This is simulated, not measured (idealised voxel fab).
Process module name: voxel wiring stack
Cross-section cut spans 285 nm and uses square cells 5 nm in size.
The cross-sections in this document take the form of a grid made of square cells. They are written out as bands, in order from top to bottom. Each band consists of one or more rows of cells.
Each band's line starts with the height of the band's top and of its bottom, in nm. Then come its materials from left to right, each with its width in nm. One material with "all across" fills the band from edge to edge. "air" is empty space.
Note: height 0 marks the level under which the wafer is uniformly one material as received. Lowest band unbounded below, written "z 0 and below".
A width such as "30..40" changes by the same amount from each row of cells to the next, from the band's top row to its bottom row.
"no change occurred" -> step changed no cross-section cell.
"Completely sealed voids": empty spaces of 8 cells or more with no open way to the top, each given as width x height at distance, distance from the left edge, all in nm.
Whatever follows a step's settings on its line is a remark the simulator itself makes about that step.
overlay nm, on a step with a mask: how far to the right of its planned place the mask lay; to the left if negative
[So here's the lineup of process steps we planned]
- 1: RECEIVE with material Si
- 2: CONFORMAL_DEP with material SiO2, thk nm 15
- 3: CONFORMAL_DEP with material SiN, thk nm 5
- 4: DIRECTIONAL_DEP with material SiO2, thk nm 20
- 5: DIRECTIONAL_DEP with material aC, thk nm 15
- 6: PATTERN with tone open, mask id METAL_1, material resist, width nm 25, pitch nm 50, thk nm 35, overlay nm 0
- 7: DIRECTIONAL_ETCH with etch materials aC, depth nm 15
- 8: STRIP with etch materials resist
- 9: DIRECTIONAL_ETCH with etch materials SiO2, depth nm 20
- 10: DIRECTIONAL_ETCH with etch materials SiN, depth nm 5
- 11: STRIP with etch materials aC
- 12: CONFORMAL_DEP with material TiN, thk nm 5
- 13: FILL_DEP with material W, thk nm 5
- 14: CMP with height nm 40
- 15: EPI with material Ru, thk nm 5
- 16: FILL_DEP with material SiCN, thk nm 5
- 17: DIRECTIONAL_DEP with material SiO2, thk nm 15
- 18: PATTERN with tone open, mask id PLUG_1, material resist, width nm 15, pitch nm 50, thk nm 20, overlay nm 0
- 19: DIRECTIONAL_ETCH with etch materials SiO2, depth nm 15
- 20: DIRECTIONAL_ETCH with etch materials SiCN, depth nm 5
- 21: STRIP with etch materials resist
- 22: CONFORMAL_DEP with material TiN, thk nm 5
- 23: FILL_DEP with material Ru, thk nm 10
- 24: CMP with height nm 65
- 25: CONFORMAL_DEP with material SiN, thk nm 5
- 26: DIRECTIONAL_DEP with material lowk, thk nm 20
- 27: MASKED_ETCH with tone open, mask id METAL_2, width nm 25, pitch nm 50, etch materials lowk, depth nm 20, overlay nm 0
- 28: MASKED_ETCH with tone open, mask id METAL_2, width nm 25, pitch nm 50, etch materials SiN, depth nm 5, overlay nm 0
- 29: CONFORMAL_DEP with material TiN, thk nm 5
- 30: FILL_DEP with material Cu, thk nm 5
- 31: CMP with height nm 90
- 32: CONFORMAL_DEP with material SiCN, thk nm 5
[Cross-section: wafer on arrival = after step 1]
	z 0 and below  Si all across
	Completely sealed voids: none
[Same starting wafer, same plan as above, one mistake in the execution; this is the cross-section at the end of the module]
	z 95 to 90  SiCN all across
	z 90 to 70  80 nm lowk; 5 nm TiN; 15 nm Cu; 5 nm TiN; 25 nm lowk; 5 nm TiN; 15 nm Cu; 5 nm TiN; 25 nm lowk; 5 nm TiN; 15 nm Cu; 5 nm TiN; 80 nm lowk
	z 70 to 65  80 nm SiN; 25 nm TiN; 25 nm SiN; 25 nm TiN; 25 nm SiN; 25 nm TiN; 80 nm SiN
	z 65 to 50  80 nm SiO2; 5 nm TiN; 5 nm Ru; 5 nm TiN; 35 nm SiO2; 5 nm TiN; 5 nm Ru; 5 nm TiN; 35 nm SiO2; 5 nm TiN; 5 nm Ru; 5 nm TiN; 90 nm SiO2
	z 50 to 45  80 nm SiCN; 15 nm TiN; 35 nm SiCN; 15 nm TiN; 35 nm SiCN; 15 nm TiN; 90 nm SiCN
	z 45 to 40  75 nm SiCN; 35 nm Ru; 15 nm SiCN; 35 nm Ru; 15 nm SiCN; 35 nm Ru; 75 nm SiCN
	z 40 to 35  80 nm SiO2; 5 nm TiN; 15 nm W; 5 nm TiN; 25 nm SiO2; 5 nm TiN; 15 nm W; 5 nm TiN; 25 nm SiO2; 5 nm TiN; 15 nm W; 5 nm TiN; 80 nm SiO2
	z 35 to 30  80 nm SiN; 25 nm TiN; 25 nm SiN; 25 nm TiN; 25 nm SiN; 25 nm TiN; 80 nm SiN
	z 30 to 0  SiO2 all across
	z 0 and below  Si all across
	Completely sealed voids: none
Plan not followed: plan step 2 was conducted twice
